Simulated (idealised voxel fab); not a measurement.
The following process module bears the name voxel spacer lines.
Shown is cross-section cut, with a width of 260 nm and square cells of size 5 nm.
When this document writes out a cross-section, it uses a grid of square cells and lists it as bands, beginning at the top and moving down, with a band standing for one or more rows of cells. Read a band's entry like this: the first values are the height of its top and the height of its bottom in nm, and what follows is the sequence of materials from left to right, each with its width in nm. Note that "empty" is empty space, and that a single material marked "throughout" reaches across the band from edge to edge. Below 0: as-received wafer, all one material; heights counted from there. Lowest band: no bottom, goes on down, written "from 0 down". You'd read "30 to 40" like this: the band's top row of cells is as wide as the first number, its bottom row is as wide as the second, and going down, every row changes width by the same amount as the row before did. Any step labelled "stayed the same" changed none of the cells in the cross-section. Empty spaces counting at least 8 cells and having no open way to the top are listed in "Fully enclosed voids". The notation width x height at distance is used for each, the distance being from the left edge and all three values in nm. Text after the settings on a step's line: the simulator's own remark on that step. "overlay nm", when on a step's line for a step with a mask, measures how far to the right of its planned place the mask lay; a negative measure means to the left.

## These are the steps we planned for the process
1: RECEIVE,material Si
2: CONFORMAL_DEP,material SiO2,thk nm 5
3: DIRECTIONAL_DEP,material W,thk nm 15
4: DIRECTIONAL_DEP,material polySi,thk nm 25
5: PATTERN,tone cover,mask id MANDREL,material resist,width nm 25,pitch nm 80,thk nm 30,overlay nm 0
6: DIRECTIONAL_ETCH,etch materials polySi,depth nm 25
7: STRIP,etch materials resist
8: CONFORMAL_DEP,material SiN,thk nm 15
9: DIRECTIONAL_ETCH,etch materials SiN,depth nm 15
10: STRIP,etch materials polySi
11: DIRECTIONAL_ETCH,etch materials W,depth nm 15
12: STRIP,etch materials SiN
13: FILL_DEP,material lowk,thk nm 5
14: CMP,height nm 20

## This is the cross-section of the wafer as we received it, i.e. after step 1
> from 0 down: Si throughout
> Fully enclosed voids: none

## First wafer of two, sectioned at end of module; run went per plan
> from 20 to 5: lowk (60); W (15); lowk (25); W (15); lowk (25); W (15); lowk (25); W (15); lowk (65)
> from 5 to 0: SiO2 throughout
> from 0 down: Si throughout
> Fully enclosed voids: none

## Here's the second of our two wafers sectioned at module end. Same start as the first, same plan, but one mistake got made running it
> from 20 to 5: lowk (60); W (15); lowk (25); W (15); lowk (25); W (15); lowk (25); W (15); lowk (65)
> from 5 to 0: W throughout
> from 0 down: Si throughout
> Fully enclosed voids: none
Error vs. plan: step 2 did not use the planned setting and instead ran as CONFORMAL_DEP,material W,thk nm 5
The final cell counts differ between the wafers, with the second having more or fewer of some materials than the first: -52 SiO2 | +52 W
